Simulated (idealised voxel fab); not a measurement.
Process module in this document: voxel capacitor over wiring
This is section cut - it's 240 nm across, gridded in 5 nm square cells.
Cross-section = grid of square cells, listed top down in bands; band = one or more rows.
Within each band entry, the heights of the top and of the bottom of the band appear first, in that order and in nm; the materials of the band then follow from left to right, each with its corresponding width in nm. The designation "all across" on a single material indicates that it fills the band from edge to edge; the designation "blank" indicates empty space.
Counting heights begins at 0, where everything beneath is, in the wafer as received, one material. The lowest band has no bottom; it goes on downwards, as "0 down" shows.
A two-number width, for instance "30 to 40", indicates that the width is equal to the first number in the top row of the band and to the second number in the bottom row, and that it changes by a constant amount per row of cells.
The cross-section has no changed cell in any step marked "same as before".
The entry titled "Entrapped voids" provides the empty spaces that have no open way to the top, restricted to those of 8 cells or more. Each is presented as width x height at distance, the distance being measured from the left edge, with all three in nm.
If you see something after the settings on a step's line, that's the simulator's own remark about that step.
"overlay nm" denotes, for a step that has a mask, the displacement of the mask to the right of its planned place, with negative values corresponding to the left.
[The steps planned for the process are as follows]
1) RECEIVE (material Si)
2) CONFORMAL_DEP (material SiO2; thk nm 15)
3) CONFORMAL_DEP (material SiCN; thk nm 5)
4) DIRECTIONAL_DEP (material lowk; thk nm 15)
5) PATTERN (tone open; mask id METAL_1; material resist; width nm 20; pitch nm 70; thk nm 20; overlay nm 0)
6) DIRECTIONAL_ETCH (etch materials lowk; depth nm 15)
7) DIRECTIONAL_ETCH (etch materials SiCN; depth nm 5)
8) STRIP (etch materials resist)
9) CONFORMAL_DEP (material TiN; thk nm 5)
10) FILL_DEP (material Cu; thk nm 10)
11) CMP (height nm 35)
12) CONFORMAL_DEP (material SiCN; thk nm 5)
13) DIRECTIONAL_DEP (material lowk; thk nm 15)
14) MASKED_ETCH (tone open; mask id PLUG_1; width nm 15; etch materials lowk; depth nm 15; overlay nm 0)
15) MASKED_ETCH (tone open; mask id PLUG_1; width nm 15; etch materials SiCN; depth nm 5; overlay nm 0)
16) CONFORMAL_DEP (material TiN; thk nm 5)
17) FILL_DEP (material Cu; thk nm 10)
18) CMP (height nm 55)
19) DIRECTIONAL_DEP (material TiN; thk nm 5)
20) DIRECTIONAL_DEP (material HfO2; thk nm 5)
21) DIRECTIONAL_DEP (material TiN; thk nm 5)
22) PATTERN (tone cover; mask id UPPER_PLATE; material resist; width nm 55; thk nm 15; overlay nm 0)
23) DIRECTIONAL_ETCH (etch materials TiN; depth nm 5)
24) DIRECTIONAL_ETCH (etch materials HfO2; depth nm 5)
25) STRIP (etch materials resist)
26) DIRECTIONAL_DEP (material aC; thk nm 15)
27) PATTERN (tone cover; mask id LOWER_PLATE; material resist; width nm 65; thk nm 30; overlay nm 0)
28) DIRECTIONAL_ETCH (etch materials aC; depth nm 15)
29) STRIP (etch materials resist)
30) DIRECTIONAL_ETCH (etch materials TiN; depth nm 5)
31) STRIP (etch materials aC)
32) FILL_DEP (material SiO2; thk nm 15)
33) CMP (height nm 80)
34) MASKED_ETCH (tone open; mask id PLUG_2; width nm 15; etch materials SiO2; depth nm 10; overlay nm 0)
35) CONFORMAL_DEP (material TiN; thk nm 5)
36) FILL_DEP (material Ru; thk nm 10)
37) CMP (height nm 80)
38) CONFORMAL_DEP (material SiN; thk nm 5)
[Cross-section of the incoming wafer, state after step 1]
  0 down = Si all across
  Entrapped voids: none
[Cross-sectional view of the first of the two wafers upon completion of the module, processed in accordance with the plan]
  85 to 80 = SiN all across
  80 to 75 = 90 SiO2 | 5 TiN | 5 Ru | 5 TiN | 135 SiO2
  75 to 65 = 90 to 80 SiO2 | 15 to 55 TiN | 135 to 105 SiO2
  65 to 60 = 80 SiO2 | 55 HfO2 | 105 SiO2
  60 to 55 = 75 SiO2 | 65 TiN | 100 SiO2
  55 to 40 = 80 lowk | 5 TiN | 5 Cu | 5 TiN | 145 lowk
  40 to 35 = 80 SiCN | 15 TiN | 145 SiCN
  35 to 20 = 75 lowk | 5 TiN | 10 Cu | 5 TiN | 50 lowk | 5 TiN | 10 Cu | 5 TiN | 75 lowk
  20 to 15 = 75 SiCN | 20 TiN | 50 SiCN | 20 TiN | 75 SiCN
  15 to 0 = SiO2 all across
  0 down = Si all across
  Entrapped voids: none
[Wafer two (of two), end-of-module cross-section: start = wafer one, plan = wafer one, one run mistake]
  85 to 80 = SiN all across
  80 to 75 = 90 SiO2 | 5 TiN | 5 Ru | 5 TiN | 135 SiO2
  75 to 65 = 90 to 80 SiO2 | 15 to 55 TiN | 135 to 105 SiO2
  65 to 60 = 80 SiO2 | 55 HfO2 | 105 SiO2
  60 to 55 = 75 SiO2 | 65 TiN | 100 SiO2
  55 to 45 = 80 lowk | 5 TiN | 10 Cu | 5 TiN | 140 lowk
  45 to 40 = 80 lowk | 5 TiN | 5 Cu | 10 TiN | 140 lowk
  40 to 35 = 80 SiCN | 15 TiN | 145 SiCN
  35 to 20 = 75 lowk | 5 TiN | 10 Cu | 5 TiN | 50 lowk | 5 TiN | 10 Cu | 5 TiN | 75 lowk
  20 to 15 = 75 SiCN | 20 TiN | 50 SiCN | 20 TiN | 75 SiCN
  15 to 0 = SiO2 all across
  0 down = Si all across
  Entrapped voids: none
Plan not followed: rather than as planned, step 14 actually ran as MASKED_ETCH (tone open; mask id PLUG_1; width nm 20; etch materials lowk; depth nm 15; overlay nm 0)
Upon completion, the second wafer contains, in terms of cells, a greater or smaller amount of certain materials than the first wafer: 2 more of Cu, 1 more of TiN, 3 fewer of lowk
